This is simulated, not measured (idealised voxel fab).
Herein follows the process module entitled voxel tone inversion.
cross-section cut | 190 nm wide | cells 5 nm
If you're reading a cross-section in this doc, picture square cells in a grid; it comes to you as bands, top ones listed first down to the bottom, and a band can be one or more rows of cells. It is stipulated that each band's entry specify, in nanometres, the height of the top of the band and then that of its bottom, followed by the materials of the band in left-to-right sequence, each together with its width in nanometres. A single material marked by the word "throughout" is understood to fill the band from edge to edge; the word "empty" is understood to denote empty space. Below 0: as-received wafer, all one material; heights counted from there. Lowest band: no bottom, goes on down, written "top 0, no bottom". Graded width ("30..40"): value in top row of band = first number; value in bottom row = second number; row-to-row change constant. The designation "remained the same", where it is given for a processing step, indicates that no cell of the cross-section was altered in the course of that step. Heads up: "Cavities, closed" only lists the empty pockets with no open path to the top that are 8 cells or more, and it writes them as width x height at distance, distance from the left edge, in nm. Formally, on a step line, whatever follows the settings is a remark that the simulator itself makes on the step. "overlay nm" answers the question of how far to the right of plan the mask lay on a step that has a mask, and when it is negative the answer is to the left.
SET OUT BELOW ARE THE PLANNED STEPS OF THE PROCESS
1: RECEIVE with material Si
2: CONFORMAL_DEP with material SiN, thk nm 10
3: DIRECTIONAL_DEP with material polySi, thk nm 15
4: PATTERN with tone cover, mask id POSTS, material resist, width nm 25, pitch nm 45, thk nm 25, overlay nm 0
5: DIRECTIONAL_ETCH with etch materials polySi, depth nm 15
6: STRIP with etch materials resist
7: FILL_DEP with material SiO2, thk nm 5
8: CMP with height nm 25
9: STRIP with etch materials polySi
FIRST OF TWO WAFERS: RUN AS PLANNED
WAFER CROSS-SECTION ON RECEIPT, I.E. AFTER STEP 1
	top 0, no bottom = Si throughout
	Cavities, closed: none
STEP 2 COMPLETE: CROSS-SECTION THROUGH THE WAFER
	top 10, bottom 0 = SiN throughout
	Below 0 it's all the same as before, nothing changed down there.
STEP 3 COMPLETE: CROSS-SECTION THROUGH THE WAFER
	top 25, bottom 10 = polySi throughout
	Below 10 it's all the same as before, nothing changed down there.
STEP 4 COMPLETE: CROSS-SECTION THROUGH THE WAFER
	top 50, bottom 25 = empty 15, then resist 25, then empty 20, then resist 25, then empty 20, then resist 25, then empty 20, then resist 25, then empty 15
	Below 25 it's all the same as before, nothing changed down there.
STEP 5 COMPLETE: CROSS-SECTION THROUGH THE WAFER
	top 50, bottom 25 = empty 15, then resist 25, then empty 20, then resist 25, then empty 20, then resist 25, then empty 20, then resist 25, then empty 15
	top 25, bottom 10 = empty 15, then polySi 25, then empty 20, then polySi 25, then empty 20, then polySi 25, then empty 20, then polySi 25, then empty 15
	Below 10 it's all the same as before, nothing changed down there.
STEP 6 COMPLETE: CROSS-SECTION THROUGH THE WAFER
	top 25, bottom 10 = empty 15, then polySi 25, then empty 20, then polySi 25, then empty 20, then polySi 25, then empty 20, then polySi 25, then empty 15
	Below 10 it's all the same as before, nothing changed down there.
STEP 7 COMPLETE: CROSS-SECTION THROUGH THE WAFER
	top 30, bottom 25 = SiO2 throughout
	top 25, bottom 10 = SiO2 15, then polySi 25, then SiO2 20, then polySi 25, then SiO2 20, then polySi 25, then SiO2 20, then polySi 25, then SiO2 15
	Below 10 it's all the same as before, nothing changed down there.
STEP 8 COMPLETE: CROSS-SECTION THROUGH THE WAFER
	top 25, bottom 10 = SiO2 15, then polySi 25, then SiO2 20, then polySi 25, then SiO2 20, then polySi 25, then SiO2 20, then polySi 25, then SiO2 15
	Below 10 it's all the same as before, nothing changed down there.
STEP 9 COMPLETE: CROSS-SECTION THROUGH THE WAFER
	top 25, bottom 10 = SiO2 15, then empty 25, then SiO2 20, then empty 25, then SiO2 20, then empty 25, then SiO2 20, then empty 25, then SiO2 15
	Below 10 it's all the same as before, nothing changed down there.
WAFER TWO OF THE PAIR: SAME ORIGIN, SAME PLAN, ONE ERROR DURING THE RUN; IDENTICAL TO WAFER ONE UP TO AND INCLUDING STEP 3
CROSS-SECTION OF THE SECOND WAFER CORRESPONDING TO THE PLANNED CONCLUSION OF STEP 4
	top 50, bottom 25 = empty 20, then resist 20, then empty 25, then resist 20, then empty 25, then resist 20, then empty 25, then resist 20, then empty 15
	Below 25 it's all the same as before, nothing changed down there.
CROSS-SECTION OF THE SECOND WAFER CORRESPONDING TO THE PLANNED CONCLUSION OF STEP 5
	top 50, bottom 25 = empty 20, then resist 20, then empty 25, then resist 20, then empty 25, then resist 20, then empty 25, then resist 20, then empty 15
	top 25, bottom 10 = empty 20, then polySi 20, then empty 25, then polySi 20, then empty 25, then polySi 20, then empty 25, then polySi 20, then empty 15
	Below 10 it's all the same as before, nothing changed down there.
CROSS-SECTION OF THE SECOND WAFER CORRESPONDING TO THE PLANNED CONCLUSION OF STEP 6
	top 25, bottom 10 = empty 20, then polySi 20, then empty 25, then polySi 20, then empty 25, then polySi 20, then empty 25, then polySi 20, then empty 15
	Below 10 it's all the same as before, nothing changed down there.
CROSS-SECTION OF THE SECOND WAFER CORRESPONDING TO THE PLANNED CONCLUSION OF STEP 7
	top 30, bottom 25 = SiO2 throughout
	top 25, bottom 10 = SiO2 20, then polySi 20, then SiO2 25, then polySi 20, then SiO2 25, then polySi 20, then SiO2 25, then polySi 20, then SiO2 15
	Below 10 it's all the same as before, nothing changed down there.
CROSS-SECTION OF THE SECOND WAFER CORRESPONDING TO THE PLANNED CONCLUSION OF STEP 8
	top 25, bottom 10 = SiO2 20, then polySi 20, then SiO2 25, then polySi 20, then SiO2 25, then polySi 20, then SiO2 25, then polySi 20, then SiO2 15
	Below 10 it's all the same as before, nothing changed down there.
CROSS-SECTION OF THE SECOND WAFER CORRESPONDING TO THE PLANNED CONCLUSION OF STEP 9
	top 25, bottom 10 = SiO2 20, then empty 20, then SiO2 25, then empty 20, then SiO2 25, then empty 20, then SiO2 25, then empty 20, then SiO2 15
	Below 10 it's all the same as before, nothing changed down there.
Plan not followed: step 4 was processed under conditions differing from the plan, specifically as PATTERN with tone cover, mask id POSTS, material resist, width nm 20, pitch nm 45, thk nm 25, overlay nm 0
FYI, end of process, the second wafer has more or fewer cells of some materials than the first: SiO2: 12 more
